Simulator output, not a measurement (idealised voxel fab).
process module | voxel capacitor over wiring
cross-section cut | 145 nm wide | cells 5 nm
A cross-section is a grid of square cells, given in bands from the top down. A band is one or more rows of cells.
Each band's line starts with the height of the band's top and of its bottom, in nm. Then come its materials from left to right, each with its width in nm. One material with "throughout" fills the band from edge to edge. "air" is empty space.
Height 0 is the level under which the wafer as received is all one material. The lowest band goes on downwards, as in "0 down".
A width such as "30 to 40" changes by the same amount from each row of cells to the next, from the band's top row to its bottom row.
"no change" after a step means that no cell of the cross-section changed.
closed voids: empty space of 8 cells or more with no open way to the top, each as width x height at its distance from the left edge, in nm
after a step's settings: what the simulator itself notes on the step
overlay nm, on a step with a mask: how far to the right of its planned place the mask lay; to the left if negative
plan
1 op RECEIVE | material Si
2 op CONFORMAL_DEP | material SiO2 | thk nm 10
3 op CONFORMAL_DEP | material SiN | thk nm 5
4 op DIRECTIONAL_DEP | material SiO2 | thk nm 15
5 op PATTERN | tone open | mask id METAL_1 | material resist | width nm 20 | pitch nm 75 | thk nm 15 | overlay nm 0
6 op DIRECTIONAL_ETCH | etch materials SiO2 | depth nm 15
7 op DIRECTIONAL_ETCH | etch materials SiN | depth nm 5
8 op STRIP | etch materials resist
9 op CONFORMAL_DEP | material TiN | thk nm 5
10 op FILL_DEP | material Cu | thk nm 5
11 op CMP | height nm 30
12 op CONFORMAL_DEP | material SiCN | thk nm 5
13 op DIRECTIONAL_DEP | material SiO2 | thk nm 20
14 op PATTERN | tone open | mask id PLUG_1 | material resist | width nm 15 | thk nm 15 | overlay nm 0
15 op DIRECTIONAL_ETCH | etch materials SiO2 | depth nm 20
16 op DIRECTIONAL_ETCH | etch materials SiCN | depth nm 5
17 op STRIP | etch materials resist
18 op CONFORMAL_DEP | material TiN | thk nm 5
19 op FILL_DEP | material Cu | thk nm 10
20 op CMP | height nm 55
21 op DIRECTIONAL_DEP | material TiN | thk nm 5
22 op DIRECTIONAL_DEP | material SiN | thk nm 5
23 op DIRECTIONAL_DEP | material TiN | thk nm 5
24 op PATTERN | tone cover | mask id UPPER_PLATE | material resist | width nm 60 | thk nm 15 | overlay nm 0
25 op DIRECTIONAL_ETCH | etch materials TiN | depth nm 5
26 op DIRECTIONAL_ETCH | etch materials SiN | depth nm 5
27 op STRIP | etch materials resist
28 op PATTERN | tone cover | mask id LOWER_PLATE | material resist | width nm 70 | thk nm 20 | overlay nm 0
29 op DIRECTIONAL_ETCH | etch materials TiN | depth nm 5
30 op STRIP | etch materials resist
31 op FILL_DEP | material SiO2 | thk nm 20
32 op CMP | height nm 85
33 op PATTERN | tone open | mask id PLUG_2 | material resist | width nm 15 | thk nm 15 | overlay nm 0
34 op DIRECTIONAL_ETCH | etch materials SiO2 | depth nm 15
35 op STRIP | etch materials resist
36 op CONFORMAL_DEP | material TiN | thk nm 5
37 op FILL_DEP | material Ru | thk nm 10
38 op CMP | height nm 75
39 op CONFORMAL_DEP | material SiN | thk nm 5
varied across the wafers: height nm of step 38. The plan shows the first wafer's value. All wafers start alike
first wafer as received, after step 1
  0 down: Si throughout
  closed voids: none
first wafer at the end, after step 39
  80 to 75: SiN throughout
  75 to 65: SiO2 40 to 30 | TiN 15 to 60 | SiO2 90 to 55
  65 to 60: SiO2 30 | SiN 60 | SiO2 55
  60 to 55: SiO2 25 | TiN 70 | SiO2 50
  55 to 35: SiO2 30 | TiN 5 | Cu 5 | TiN 5 | SiO2 100
  35 to 30: SiCN 30 | TiN 15 | SiCN 100
  30 to 15: SiO2 25 | TiN 5 | Cu 10 | TiN 5 | SiO2 55 | TiN 5 | Cu 10 | TiN 5 | SiO2 25
  15 to 10: SiN 25 | TiN 20 | SiN 55 | TiN 20 | SiN 25
  10 to 0: SiO2 throughout
  0 down: Si throughout
  closed voids: none
last wafer at the end
  105 to 100: SiN throughout
  100 to 90: Ru throughout
  90 to 85: TiN 45 | Ru 5 | TiN 95
  85 to 75: SiO2 40 | TiN 5 | Ru 5 | TiN 5 | SiO2 90
  75 to 65: SiO2 40 to 30 | TiN 15 to 60 | SiO2 90 to 55
  65 to 60: SiO2 30 | SiN 60 | SiO2 55
  60 to 55: SiO2 25 | TiN 70 | SiO2 50
  55 to 35: SiO2 30 | TiN 5 | Cu 5 | TiN 5 | SiO2 100
  35 to 30: SiCN 30 | TiN 15 | SiCN 100
  30 to 15: SiO2 25 | TiN 5 | Cu 10 | TiN 5 | SiO2 55 | TiN 5 | Cu 10 | TiN 5 | SiO2 25
  15 to 10: SiN 25 | TiN 20 | SiN 55 | TiN 20 | SiN 25
  10 to 0: SiO2 throughout
  0 down: Si throughout
  closed voids: none
each wafer at the end: cells of each material gained (+) or lost (-) since it was received, then its closed voids
height nm 75 | +16 Cu | +26 SiCN | +62 SiN | +300 SiO2 | +60 TiN | closed voids: none
height nm 80 | +16 Cu | +1 Ru | +26 SiCN | +62 SiN | +326 SiO2 | +62 TiN | closed voids: none
height nm 85 | +16 Cu | +2 Ru | +26 SiCN | +62 SiN | +352 SiO2 | +64 TiN | closed voids: none
height nm 90 | +16 Cu | +3 Ru | +26 SiCN | +62 SiN | +352 SiO2 | +92 TiN | closed voids: none
height nm 95 | +16 Cu | +32 Ru | +26 SiCN | +62 SiN | +352 SiO2 | +92 TiN | closed voids: none
height nm 100 | +16 Cu | +61 Ru | +26 SiCN | +62 SiN | +352 SiO2 | +92 TiN | closed voids: none
